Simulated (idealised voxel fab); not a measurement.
This section sets out a process module, namely voxel capacitor over wiring.
Cross-section cut: width 260 nm, square cells of 5 nm.
Each cross-section below is a grid of square cells, stated as bands in top-down order, with one or more rows of cells making up each band. Band entry format. Leading values: height of top, height of bottom, nm. Remainder: materials in left-to-right order, each with its width in nm. Special words: "edge to edge" on a single material, which then fills the band edge to edge; "empty", empty space. Counting heights begins at 0, where everything beneath is, in the wafer as received, one material. The lowest band has no bottom; it goes on downwards, as "0..down" shows. With a width like "30->40", each row of cells in the band differs from the next by the same amount, the top row carrying the first number and the bottom row the second. No cell of the cross-section changed in a step that is given as "nothing altered". Under "Listed closed voids" you'll find the enclosed gaps, the ones with no way out to the top, that are 8 cells or bigger; each reads width x height at distance, with distance counted from the left edge, everything in nm. Text after the settings on a step's line: the simulator's own remark on that step. A step line may carry the setting "overlay nm", which, for steps involving a mask, states the distance by which the mask lay to the right of its intended position; negative values denote displacement to the left.

Intended process steps
| 1 | RECEIVE | material Si |
| 2 | CONFORMAL_DEP | material SiO2 | thk nm 10 |
| 3 | DIRECTIONAL_DEP | material TiN | thk nm 5 |
| 4 | DIRECTIONAL_DEP | material W | thk nm 15 |
| 5 | MASKED_ETCH | tone cover | mask id METAL_1 | width nm 30 | pitch nm 100 | etch materials W | depth nm 15 | overlay nm 0 |
| 6 | MASKED_ETCH | tone cover | mask id METAL_1 | width nm 30 | pitch nm 100 | etch materials TiN | depth nm 5 | overlay nm 0 |
| 7 | CONFORMAL_DEP | material SiN | thk nm 5 |
| 8 | FILL_DEP | material lowk | thk nm 10 |
| 9 | CMP | height nm 30 |
| 10 | CONFORMAL_DEP | material SiCN | thk nm 5 |
| 11 | DIRECTIONAL_DEP | material lowk | thk nm 15 |
| 12 | MASKED_ETCH | tone open | mask id PLUG_1 | width nm 15 | etch materials lowk | depth nm 15 | overlay nm 0 |
| 13 | MASKED_ETCH | tone open | mask id PLUG_1 | width nm 15 | etch materials SiCN | depth nm 5 | overlay nm 0 |
| 14 | EPI | material Ru | thk nm 10 |
| 15 | EPI | material Ru | thk nm 10 |
| 16 | DIRECTIONAL_DEP | material TiN | thk nm 5 |
| 17 | DIRECTIONAL_DEP | material HfO2 | thk nm 5 |
| 18 | DIRECTIONAL_DEP | material TiN | thk nm 10 |
| 19 | DIRECTIONAL_DEP | material aC | thk nm 15 |
| 20 | PATTERN | tone cover | mask id UPPER_PLATE | material resist | width nm 75 | thk nm 35 | overlay nm 0 |
| 21 | DIRECTIONAL_ETCH | etch materials aC | depth nm 15 |
| 22 | STRIP | etch materials resist |
| 23 | DIRECTIONAL_ETCH | etch materials TiN | depth nm 10 |
| 24 | DIRECTIONAL_ETCH | etch materials HfO2 | depth nm 5 |
| 25 | STRIP | etch materials aC |
| 26 | DIRECTIONAL_DEP | material aC | thk nm 15 |
| 27 | PATTERN | tone cover | mask id LOWER_PLATE | material resist | width nm 85 | thk nm 30 | overlay nm 0 |
| 28 | DIRECTIONAL_ETCH | etch materials aC | depth nm 15 |
| 29 | STRIP | etch materials resist |
| 30 | DIRECTIONAL_ETCH | etch materials TiN | depth nm 5 |
| 31 | STRIP | etch materials aC |
| 32 | FILL_DEP | material SiO2 | thk nm 15 |
| 33 | CMP | height nm 80 |
| 34 | DIRECTIONAL_DEP | material aC | thk nm 10 |
| 35 | PATTERN | tone open | mask id PLUG_2 | material resist | width nm 15 | thk nm 25 | overlay nm 0 |
| 36 | DIRECTIONAL_ETCH | etch materials aC | depth nm 10 |
| 37 | STRIP | etch materials resist |
| 38 | DIRECTIONAL_ETCH | etch materials SiO2 | depth nm 10 |
| 39 | STRIP | etch materials aC |
| 40 | CONFORMAL_DEP | material TiN | thk nm 5 |
| 41 | FILL_DEP | material Cu | thk nm 5 |
| 42 | CMP | height nm 80 |
| 43 | CONFORMAL_DEP | material SiN | thk nm 5 |

Cross-section of the incoming wafer, state after step 1
	0..down = Si edge to edge
	Listed closed voids: none

Cross-sectional view of the first of the two wafers upon completion of the module, processed in accordance with the plan
	85..80 = SiN edge to edge
	80..75 = SiO2 90 nm; TiN 5 nm; Cu 5 nm; TiN 5 nm; SiO2 155 nm
	75..70 = SiO2 90 nm; TiN 15 nm; SiO2 155 nm
	70..60 = SiO2 80 nm; TiN 75 nm; SiO2 105 nm
	60..55 = SiO2 80 nm; HfO2 75 nm; SiO2 105 nm
	55..50 = SiO2 75 nm; TiN 85 nm; SiO2 100 nm
	50..35 = lowk 80 nm; Ru 15 nm; lowk 165 nm
	35..30 = SiCN 80 nm; Ru 15 nm; SiCN 165 nm
	30..15 = lowk 60 nm; SiN 5 nm; W 30 nm; SiN 5 nm; lowk 60 nm; SiN 5 nm; W 30 nm; SiN 5 nm; lowk 60 nm
	15..10 = SiN 65 nm; TiN 30 nm; SiN 70 nm; TiN 30 nm; SiN 65 nm
	10..0 = SiO2 edge to edge
	0..down = Si edge to edge
	Listed closed voids: none

Cross-section, second wafer: same start as the first, same plan as the first, one mistake in running it; taken at the end of the module
	85..80 = SiN edge to edge
	80..75 = SiO2 90 nm; TiN 5 nm; Cu 5 nm; TiN 5 nm; SiO2 155 nm
	75..70 = SiO2 90 nm; TiN 15 nm; SiO2 155 nm
	70..60 = SiO2 95 nm; TiN 60 nm; SiO2 105 nm
	60..55 = SiO2 95 nm; HfO2 60 nm; SiO2 105 nm
	55..50 = SiO2 75 nm; TiN 5 nm; SiO2 15 nm; TiN 65 nm; SiO2 100 nm
	50..40 = lowk 80 nm; TiN 15 nm; lowk 165 nm
	40..35 = lowk 80 nm; HfO2 15 nm; lowk 165 nm
	35..30 = SiCN 80 nm; TiN 15 nm; SiCN 165 nm
	30..20 = W 65 nm; SiN 5 nm; lowk 20 nm; SiN 5 nm; W 70 nm; SiN 5 nm; lowk 20 nm; SiN 5 nm; W 65 nm
	20..15 = W 65 nm; SiN 30 nm; W 70 nm; SiN 30 nm; W 65 nm
	15..10 = TiN edge to edge
	10..0 = SiO2 edge to edge
	0..down = Si edge to edge
	Listed closed voids: none
Misprocessing identified: step 5 ran differently from the plan; actual operation with settings: MASKED_ETCH | tone open | mask id METAL_1 | width nm 30 | pitch nm 100 | etch materials W | depth nm 15 | overlay nm 0
The second wafer ends with more or fewer cells of some materials than the first, per final count: Ru -12, SiN -32, SiO2 +12, TiN +40, W +84, lowk -92
